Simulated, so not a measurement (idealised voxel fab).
Process module in this document: voxel ribs on slabs
Pictured: cross-section cut, 200 nm wide, on a grid of 5 nm square cells.
When this document writes out a cross-section, it uses a grid of square cells and lists it as bands, beginning at the top and moving down, with a band standing for one or more rows of cells.
What a band's entry tells you: where the top is and where the bottom is, as heights in nm, and after that what lies inside, material by material from left to right, each with its width in nm. Empty space is written as the word "air", and a single material marked with the word "everywhere" occupies the band from edge to edge.
We count height from 0. Below that, the starting wafer is all one material. The lowest band never ends at the bottom but goes on down; see "0..down" for how that is written.
A two-number width, for instance "30 to 40", indicates that the width is equal to the first number in the top row of the band and to the second number in the bottom row, and that it changes by a constant amount per row of cells.
It should be understood that the words "no change occurred", when stated for a given step, signify that the cross-section underwent no change in any of its cells during that step.
"Sealed void inventory" - sealed voids, min. 8 cells, no opening to top; format: width x height at distance (distance from left edge; nm throughout).
Note: text after step settings on the step line = simulator remark on that step.
A step's line can hold "overlay nm"; with a mask on that step, the setting says how far right of the planned place the mask lay, while a negative setting says it lay to the left.
# Planned step list for the process
1,RECEIVE,material Si
2,DIRECTIONAL_DEP,material SiO2,thk nm 25
3,DIRECTIONAL_DEP,material polySi,thk nm 15
4,MASKED_ETCH,tone cover,mask id RIB,width nm 20,etch materials polySi,depth nm 10,overlay nm 0
5,MASKED_ETCH,tone cover,mask id SLAB,width nm 60,etch materials polySi,depth nm 5,overlay nm 0
6,FILL_DEP,material SiO2,thk nm 20
7,CMP,height nm 55
8,DIRECTIONAL_DEP,material TiN,thk nm 5
9,PATTERN,tone cover,mask id HEATER,material resist,width nm 30,thk nm 15,overlay nm 0
10,DIRECTIONAL_ETCH,etch materials TiN,depth nm 5
11,STRIP,etch materials resist
12,CONFORMAL_DEP,material SiN,thk nm 10
# As received (post step 1): cross-section
  0..down  Si everywhere
  Sealed void inventory: none
# Cross-sectional image of the first of two wafers at the end of the module, the run having proceeded as planned
  70..65  air: 75, SiN: 50, air: 75
  65..60  SiN everywhere
  60..55  SiN: 85, TiN: 30, SiN: 85
  55..40  SiO2 everywhere
  40..30  SiO2: 90, polySi: 20, SiO2: 90
  30..25  SiO2: 70, polySi: 60, SiO2: 70
  25..0  SiO2 everywhere
  0..down  Si everywhere
  Sealed void inventory: none
# Module end: cross-section of wafer two of two. Same start and process plan as the first wafer. One mistake during execution
  70..65  air: 75, SiN: 50, air: 75
  65..60  SiN everywhere
  60..55  SiN: 85, TiN: 30, SiN: 85
  55..40  SiO2 everywhere
  40..35  SiO2: 70, polySi: 20, SiO2: 20, polySi: 20, SiO2: 70
  35..30  polySi: 90, SiO2: 20, polySi: 90
  30..25  polySi everywhere
  25..0  SiO2 everywhere
  0..down  Si everywhere
  Sealed void inventory: none
Want to know what went wrong? step 4, actual vs plan mismatch, actual run MASKED_ETCH,tone open,mask id RIB,width nm 20,etch materials polySi,depth nm 10,overlay nm 0
It is noted that, at the conclusion of processing, the second wafer exhibits a higher or lower cell count for certain materials relative to the first: SiO2: 64 fewer; polySi: 64 more
